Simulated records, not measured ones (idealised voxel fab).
process module | voxel plated lines
cross-section cut | 220 nm wide | cells 5 nm
A cross-section is a grid of square cells, given in bands from the top down. A band is one or more rows of cells.
Each band's line starts with the height of the band's top and of its bottom, in nm. Then come its materials from left to right, each with its width in nm. One material with "throughout" fills the band from edge to edge. "air" is empty space.
Height 0 is the level under which the wafer as received is all one material. The lowest band goes on downwards, as in "0 down".
A width such as "30 to 40" changes by the same amount from each row of cells to the next, from the band's top row to its bottom row.
"no change" after a step means that no cell of the cross-section changed.
closed voids: empty space of 8 cells or more with no open way to the top, each as width x height at its distance from the left edge, in nm
after a step's settings: what the simulator itself notes on the step
overlay nm, on a step with a mask: how far to the right of its planned place the mask lay; to the left if negative
plan
1 op RECEIVE | material Si
2 op CONFORMAL_DEP | material Al2O3 | thk nm 15
3 op DIRECTIONAL_DEP | material TiN | thk nm 5
4 op PATTERN | tone open | mask id LINES | material resist | width nm 15 | pitch nm 30 | thk nm 40 | overlay nm 0
5 op EPI | material Ru | thk nm 5
6 op EPI | material Ru | thk nm 10
7 op EPI | material Ru | thk nm 5
8 op STRIP | etch materials resist
9 op DIRECTIONAL_ETCH | etch materials TiN | depth nm 5
10 op CONFORMAL_DEP | material SiCN | thk nm 5
as received, after step 1
  0 down: Si throughout
  closed voids: none
first wafer at the end, as planned
  45 to 40: air 65 | SiCN 25 | air 5 | SiCN 25 | air 5 | SiCN 25 | air 70
  40 to 20: air 65 | SiCN 5 | Ru 15 | SiCN 5 | air 5 | SiCN 5 | Ru 15 | SiCN 5 | air 5 | SiCN 5 | Ru 15 | SiCN 5 | air 70
  20 to 15: SiCN 70 | TiN 15 | SiCN 15 | TiN 15 | SiCN 15 | TiN 15 | SiCN 75
  15 to 0: Al2O3 throughout
  0 down: Si throughout
  closed voids: none
second wafer at the end: like start, like plan, one mistake
  55 to 50: air 65 | SiCN 25 | air 5 | SiCN 25 | air 5 | SiCN 25 | air 70
  50 to 30: air 65 | SiCN 5 | Ru 15 | SiCN 5 | air 5 | SiCN 5 | Ru 15 | SiCN 5 | air 5 | SiCN 5 | Ru 15 | SiCN 5 | air 70
  30 to 25: SiCN 70 | TiN 15 | SiCN 15 | TiN 15 | SiCN 15 | TiN 15 | SiCN 75
  25 to 15: TiN throughout
  15 to 0: Al2O3 throughout
  0 down: Si throughout
  closed voids: none
what went wrong: step 3 ran as: op DIRECTIONAL_DEP | material TiN | thk nm 15
at the end the second wafer has, in cells: 88 more of TiN
